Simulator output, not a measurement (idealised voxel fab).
process module | voxel wiring stack
cross-section cut | 290 nm wide | cells 5 nm
A cross-section is a grid of square cells, given in bands from the top down. A band is one or more rows of cells.
Each band's line starts with the height of the band's top and of its bottom, in nm. Then come its materials from left to right, each with its width in nm. One material with "throughout" fills the band from edge to edge. "air" is empty space.
Height 0 is the level under which the wafer as received is all one material. The lowest band goes on downwards, as in "0 down".
A width such as "30 to 40" changes by the same amount from each row of cells to the next, from the band's top row to its bottom row.
"no change" after a step means that no cell of the cross-section changed.
closed voids: empty space of 8 cells or more with no open way to the top, each as width x height at its distance from the left edge, in nm
after a step's settings: what the simulator itself notes on the step
overlay nm, on a step with a mask: how far to the right of its planned place the mask lay; to the left if negative
plan
1 op RECEIVE | material Si
2 op CONFORMAL_DEP | material SiO2 | thk nm 15
3 op DIRECTIONAL_DEP | material TiN | thk nm 5
4 op DIRECTIONAL_DEP | material Ru | thk nm 25
5 op PATTERN | tone cover | mask id METAL_1 | material resist | width nm 30 | pitch nm 50 | thk nm 20 | overlay nm 0
6 op DIRECTIONAL_ETCH | etch materials Ru | depth nm 25
7 op DIRECTIONAL_ETCH | etch materials TiN | depth nm 5
8 op STRIP | etch materials resist
9 op FILL_DEP | material lowk | thk nm 10
10 op CMP | height nm 45
11 op CONFORMAL_DEP | material SiCN | thk nm 5
12 op DIRECTIONAL_DEP | material lowk | thk nm 20
13 op MASKED_ETCH | tone open | mask id PLUG_1 | width nm 15 | pitch nm 50 | etch materials lowk | depth nm 20 | overlay nm 0
14 op MASKED_ETCH | tone open | mask id PLUG_1 | width nm 15 | pitch nm 50 | etch materials SiCN | depth nm 5 | overlay nm 0
15 op CONFORMAL_DEP | material TiN | thk nm 5
16 op FILL_DEP | material Cu | thk nm 5
17 op CMP | height nm 70
18 op DIRECTIONAL_DEP | material TiN | thk nm 5
19 op DIRECTIONAL_DEP | material Ru | thk nm 15
20 op DIRECTIONAL_DEP | material aC | thk nm 15
21 op PATTERN | tone cover | mask id METAL_2 | material resist | width nm 30 | pitch nm 50 | thk nm 30 | overlay nm 0
22 op DIRECTIONAL_ETCH | etch materials aC | depth nm 15
23 op STRIP | etch materials resist
24 op DIRECTIONAL_ETCH | etch materials Ru | depth nm 15
25 op DIRECTIONAL_ETCH | etch materials TiN | depth nm 5
26 op STRIP | etch materials aC
27 op CONFORMAL_DEP | material SiCN | thk nm 5
28 op FILL_DEP | material lowk | thk nm 10
29 op CMP | height nm 90
30 op CONFORMAL_DEP | material SiN | thk nm 5
first wafer, as planned
as received, after step 1
  0 down: Si throughout
  closed voids: none
after step 2
  15 to 0: SiO2 throughout
  below 0: unchanged
after step 3
  20 to 15: TiN throughout
  below 15: unchanged
after step 4
  45 to 20: Ru throughout
  below 20: unchanged
after step 5
  65 to 45: air 105 | resist 30 | air 20 | resist 30 | air 105
  below 45: unchanged
after step 6
  65 to 45: air 105 | resist 30 | air 20 | resist 30 | air 105
  45 to 20: air 105 | Ru 30 | air 20 | Ru 30 | air 105
  below 20: unchanged
after step 7
  65 to 45: air 105 | resist 30 | air 20 | resist 30 | air 105
  45 to 20: air 105 | Ru 30 | air 20 | Ru 30 | air 105
  20 to 15: air 105 | TiN 30 | air 20 | TiN 30 | air 105
  below 15: unchanged
after step 8
  45 to 20: air 105 | Ru 30 | air 20 | Ru 30 | air 105
  below 20: unchanged
after step 9
  55 to 45: lowk throughout
  45 to 20: lowk 105 | Ru 30 | lowk 20 | Ru 30 | lowk 105
  20 to 15: lowk 105 | TiN 30 | lowk 20 | TiN 30 | lowk 105
  below 15: unchanged
after step 10
  45 to 20: lowk 105 | Ru 30 | lowk 20 | Ru 30 | lowk 105
  below 20: unchanged
after step 11
  50 to 45: SiCN throughout
  below 45: unchanged
after step 12
  70 to 50: lowk throughout
  below 50: unchanged
after step 13
  70 to 50: lowk 105 | air 15 | lowk 35 | air 15 | lowk 120
  below 50: unchanged
after step 14
  70 to 50: lowk 105 | air 15 | lowk 35 | air 15 | lowk 120
  50 to 45: SiCN 105 | air 15 | SiCN 35 | air 15 | SiCN 120
  below 45: unchanged
after step 15
  75 to 70: TiN 110 | air 5 | TiN 45 | air 5 | TiN 125
  70 to 50: lowk 105 | TiN 5 | air 5 | TiN 5 | lowk 35 | TiN 5 | air 5 | TiN 5 | lowk 120
  50 to 45: SiCN 105 | TiN 15 | SiCN 35 | TiN 15 | SiCN 120
  below 45: unchanged
after step 16
  80 to 75: Cu throughout
  75 to 70: TiN 110 | Cu 5 | TiN 45 | Cu 5 | TiN 125
  70 to 50: lowk 105 | TiN 5 | Cu 5 | TiN 5 | lowk 35 | TiN 5 | Cu 5 | TiN 5 | lowk 120
  below 50: unchanged
after step 17
  70 to 50: lowk 105 | TiN 5 | Cu 5 | TiN 5 | lowk 35 | TiN 5 | Cu 5 | TiN 5 | lowk 120
  below 50: unchanged
after step 18
  75 to 70: TiN throughout
  below 70: unchanged
after step 19
  90 to 75: Ru throughout
  below 75: unchanged
after step 20
  105 to 90: aC throughout
  below 90: unchanged
after step 21
  135 to 105: air 105 | resist 30 | air 20 | resist 30 | air 105
  below 105: unchanged
after step 22
  120 to 105: air 105 | resist 30 | air 20 | resist 30 | air 105
  105 to 90: air 105 | aC 30 | air 20 | aC 30 | air 105
  below 90: unchanged
after step 23
  105 to 90: air 105 | aC 30 | air 20 | aC 30 | air 105
  below 90: unchanged
after step 24
  105 to 90: air 105 | aC 30 | air 20 | aC 30 | air 105
  90 to 75: air 105 | Ru 30 | air 20 | Ru 30 | air 105
  below 75: unchanged
after step 25
  105 to 90: air 105 | aC 30 | air 20 | aC 30 | air 105
  90 to 75: air 105 | Ru 30 | air 20 | Ru 30 | air 105
  75 to 70: air 105 | TiN 30 | air 20 | TiN 30 | air 105
  below 70: unchanged
after step 26
  90 to 75: air 105 | Ru 30 | air 20 | Ru 30 | air 105
  below 75: unchanged
after step 27
  95 to 90: air 100 | SiCN 40 | air 10 | SiCN 40 | air 100
  90 to 75: air 100 | SiCN 5 | Ru 30 | SiCN 5 | air 10 | SiCN 5 | Ru 30 | SiCN 5 | air 100
  75 to 70: SiCN 105 | TiN 30 | SiCN 20 | TiN 30 | SiCN 105
  below 70: unchanged
after step 28
  105 to 95: lowk throughout
  95 to 90: lowk 100 | SiCN 40 | lowk 10 | SiCN 40 | lowk 100
  90 to 75: lowk 100 | SiCN 5 | Ru 30 | SiCN 5 | lowk 10 | SiCN 5 | Ru 30 | SiCN 5 | lowk 100
  below 75: unchanged
after step 29
  90 to 75: lowk 100 | SiCN 5 | Ru 30 | SiCN 5 | lowk 10 | SiCN 5 | Ru 30 | SiCN 5 | lowk 100
  below 75: unchanged
after step 30
  95 to 90: SiN throughout
  below 90: unchanged
second wafer: like start, like plan, one mistake. Through step 12 it matches the first wafer
when step 13 should have ended
  70 to 50: air 105 | lowk 15 | air 35 | lowk 15 | air 120
  below 50: unchanged
when step 14 should have ended: no change
when step 15 should have ended
  75 to 70: air 100 | TiN 25 | air 25 | TiN 25 | air 115
  70 to 55: air 100 | TiN 5 | lowk 15 | TiN 5 | air 25 | TiN 5 | lowk 15 | TiN 5 | air 115
  55 to 50: TiN 105 | lowk 15 | TiN 35 | lowk 15 | TiN 120
  below 50: unchanged
when step 16 should have ended
  80 to 75: Cu throughout
  75 to 70: Cu 100 | TiN 25 | Cu 25 | TiN 25 | Cu 115
  70 to 55: Cu 100 | TiN 5 | lowk 15 | TiN 5 | Cu 25 | TiN 5 | lowk 15 | TiN 5 | Cu 115
  below 55: unchanged
when step 17 should have ended
  70 to 55: Cu 100 | TiN 5 | lowk 15 | TiN 5 | Cu 25 | TiN 5 | lowk 15 | TiN 5 | Cu 115
  below 55: unchanged
when step 18 should have ended
  75 to 70: TiN throughout
  below 70: unchanged
when step 19 should have ended
  90 to 75: Ru throughout
  below 75: unchanged
when step 20 should have ended
  105 to 90: aC throughout
  below 90: unchanged
when step 21 should have ended
  135 to 105: air 105 | resist 30 | air 20 | resist 30 | air 105
  below 105: unchanged
when step 22 should have ended
  120 to 105: air 105 | resist 30 | air 20 | resist 30 | air 105
  105 to 90: air 105 | aC 30 | air 20 | aC 30 | air 105
  below 90: unchanged
when step 23 should have ended
  105 to 90: air 105 | aC 30 | air 20 | aC 30 | air 105
  below 90: unchanged
when step 24 should have ended
  105 to 90: air 105 | aC 30 | air 20 | aC 30 | air 105
  90 to 75: air 105 | Ru 30 | air 20 | Ru 30 | air 105
  below 75: unchanged
when step 25 should have ended
  105 to 90: air 105 | aC 30 | air 20 | aC 30 | air 105
  90 to 75: air 105 | Ru 30 | air 20 | Ru 30 | air 105
  75 to 70: air 105 | TiN 30 | air 20 | TiN 30 | air 105
  below 70: unchanged
when step 26 should have ended
  90 to 75: air 105 | Ru 30 | air 20 | Ru 30 | air 105
  below 75: unchanged
when step 27 should have ended
  95 to 90: air 100 | SiCN 40 | air 10 | SiCN 40 | air 100
  90 to 75: air 100 | SiCN 5 | Ru 30 | SiCN 5 | air 10 | SiCN 5 | Ru 30 | SiCN 5 | air 100
  75 to 70: SiCN 105 | TiN 30 | SiCN 20 | TiN 30 | SiCN 105
  below 70: unchanged
when step 28 should have ended
  105 to 95: lowk throughout
  95 to 90: lowk 100 | SiCN 40 | lowk 10 | SiCN 40 | lowk 100
  90 to 75: lowk 100 | SiCN 5 | Ru 30 | SiCN 5 | lowk 10 | SiCN 5 | Ru 30 | SiCN 5 | lowk 100
  below 75: unchanged
when step 29 should have ended
  90 to 75: lowk 100 | SiCN 5 | Ru 30 | SiCN 5 | lowk 10 | SiCN 5 | Ru 30 | SiCN 5 | lowk 100
  below 75: unchanged
when step 30 should have ended
  95 to 90: SiN throughout
  below 90: unchanged
what went wrong: step 13 ran as: op MASKED_ETCH | tone cover | mask id PLUG_1 | width nm 15 | pitch nm 50 | etch materials lowk | depth nm 20 | overlay nm 0
at the end the second wafer has, in cells: 136 more of Cu | 6 more of SiCN | 42 more of TiN | 184 fewer of lowk
